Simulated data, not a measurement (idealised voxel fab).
process module | voxel double patterning
cross-section cut | 220 nm wide | cells 5 nm
A cross-section is a grid of square cells, given in bands from the top down. A band is one or more rows of cells.
Each band's line starts with the height of the band's top and of its bottom, in nm. Then come its materials from left to right, each with its width in nm. One material with "throughout" fills the band from edge to edge. "air" is empty space.
Height 0 is the level under which the wafer as received is all one material. The lowest band goes on downwards, as in "0 down".
A width such as "30 to 40" changes by the same amount from each row of cells to the next, from the band's top row to its bottom row.
"no change" after a step means that no cell of the cross-section changed.
closed voids: empty space of 8 cells or more with no open way to the top, each as width x height at its distance from the left edge, in nm
after a step's settings: what the simulator itself notes on the step
overlay nm, on a step with a mask: how far to the right of its planned place the mask lay; to the left if negative
plan
1 op RECEIVE | material Si
2 op CONFORMAL_DEP | material SiO2 | thk nm 5
3 op DIRECTIONAL_DEP | material TiN | thk nm 10
4 op DIRECTIONAL_DEP | material SiCN | thk nm 5
5 op DIRECTIONAL_DEP | material aC | thk nm 10
6 op PATTERN | tone open | mask id FIRST | material resist | width nm 15 | pitch nm 50 | thk nm 25 | overlay nm 0
7 op DIRECTIONAL_ETCH | etch materials aC | depth nm 10
8 op STRIP | etch materials resist
9 op DIRECTIONAL_ETCH | etch materials SiCN | depth nm 5
10 op STRIP | etch materials aC
11 op MASKED_ETCH | tone open | mask id SECOND | width nm 15 | pitch nm 50 | etch materials SiCN | depth nm 5 | overlay nm 0
12 op DIRECTIONAL_ETCH | etch materials TiN | depth nm 10
13 op STRIP | etch materials SiCN
first wafer, as planned
as received, after step 1
  0 down: Si throughout
  closed voids: none
after step 2
  5 to 0: SiO2 throughout
  below 0: unchanged
after step 3
  15 to 5: TiN throughout
  below 5: unchanged
after step 4
  20 to 15: SiCN throughout
  below 15: unchanged
after step 5
  30 to 20: aC throughout
  below 20: unchanged
after step 6
  55 to 30: resist 50 | air 15 | resist 35 | air 15 | resist 35 | air 15 | resist 55
  below 30: unchanged
after step 7
  45 to 30: resist 50 | air 15 | resist 35 | air 15 | resist 35 | air 15 | resist 55
  30 to 20: aC 50 | air 15 | aC 35 | air 15 | aC 35 | air 15 | aC 55
  below 20: unchanged
after step 8
  30 to 20: aC 50 | air 15 | aC 35 | air 15 | aC 35 | air 15 | aC 55
  below 20: unchanged
after step 9
  30 to 20: aC 50 | air 15 | aC 35 | air 15 | aC 35 | air 15 | aC 55
  20 to 15: SiCN 50 | air 15 | SiCN 35 | air 15 | SiCN 35 | air 15 | SiCN 55
  below 15: unchanged
after step 10
  20 to 15: SiCN 50 | air 15 | SiCN 35 | air 15 | SiCN 35 | air 15 | SiCN 55
  below 15: unchanged
after step 11
  20 to 15: SiCN 50 | air 15 | SiCN 10 | air 15 | SiCN 10 | air 15 | SiCN 10 | air 15 | SiCN 10 | air 15 | SiCN 55
  below 15: unchanged
after step 12
  20 to 15: SiCN 50 | air 15 | SiCN 10 | air 15 | SiCN 10 | air 15 | SiCN 10 | air 15 | SiCN 10 | air 15 | SiCN 55
  15 to 5: TiN 50 | air 15 | TiN 10 | air 15 | TiN 10 | air 15 | TiN 10 | air 15 | TiN 10 | air 15 | TiN 55
  below 5: unchanged
after step 13
  15 to 5: TiN 50 | air 15 | TiN 10 | air 15 | TiN 10 | air 15 | TiN 10 | air 15 | TiN 10 | air 15 | TiN 55
  below 5: unchanged
second wafer: like start, like plan, one mistake. Through step 1 it matches the first wafer
when step 2 should have ended: no change
when step 3 should have ended
  10 to 0: TiN throughout
  below 0: unchanged
when step 4 should have ended
  15 to 10: SiCN throughout
  below 10: unchanged
when step 5 should have ended
  25 to 15: aC throughout
  below 15: unchanged
when step 6 should have ended
  50 to 25: resist 50 | air 15 | resist 35 | air 15 | resist 35 | air 15 | resist 55
  below 25: unchanged
when step 7 should have ended
  40 to 25: resist 50 | air 15 | resist 35 | air 15 | resist 35 | air 15 | resist 55
  25 to 15: aC 50 | air 15 | aC 35 | air 15 | aC 35 | air 15 | aC 55
  below 15: unchanged
when step 8 should have ended
  25 to 15: aC 50 | air 15 | aC 35 | air 15 | aC 35 | air 15 | aC 55
  below 15: unchanged
when step 9 should have ended
  25 to 15: aC 50 | air 15 | aC 35 | air 15 | aC 35 | air 15 | aC 55
  15 to 10: SiCN 50 | air 15 | SiCN 35 | air 15 | SiCN 35 | air 15 | SiCN 55
  below 10: unchanged
when step 10 should have ended
  15 to 10: SiCN 50 | air 15 | SiCN 35 | air 15 | SiCN 35 | air 15 | SiCN 55
  below 10: unchanged
when step 11 should have ended
  15 to 10: SiCN 50 | air 15 | SiCN 10 | air 15 | SiCN 10 | air 15 | SiCN 10 | air 15 | SiCN 10 | air 15 | SiCN 55
  below 10: unchanged
when step 12 should have ended
  15 to 10: SiCN 50 | air 15 | SiCN 10 | air 15 | SiCN 10 | air 15 | SiCN 10 | air 15 | SiCN 10 | air 15 | SiCN 55
  10 to 0: TiN 50 | air 15 | TiN 10 | air 15 | TiN 10 | air 15 | TiN 10 | air 15 | TiN 10 | air 15 | TiN 55
  below 0: unchanged
when step 13 should have ended
  10 to 0: TiN 50 | air 15 | TiN 10 | air 15 | TiN 10 | air 15 | TiN 10 | air 15 | TiN 10 | air 15 | TiN 55
  below 0: unchanged
what went wrong: step 2 was left out
at the end the second wafer has, in cells: 44 fewer of SiO2
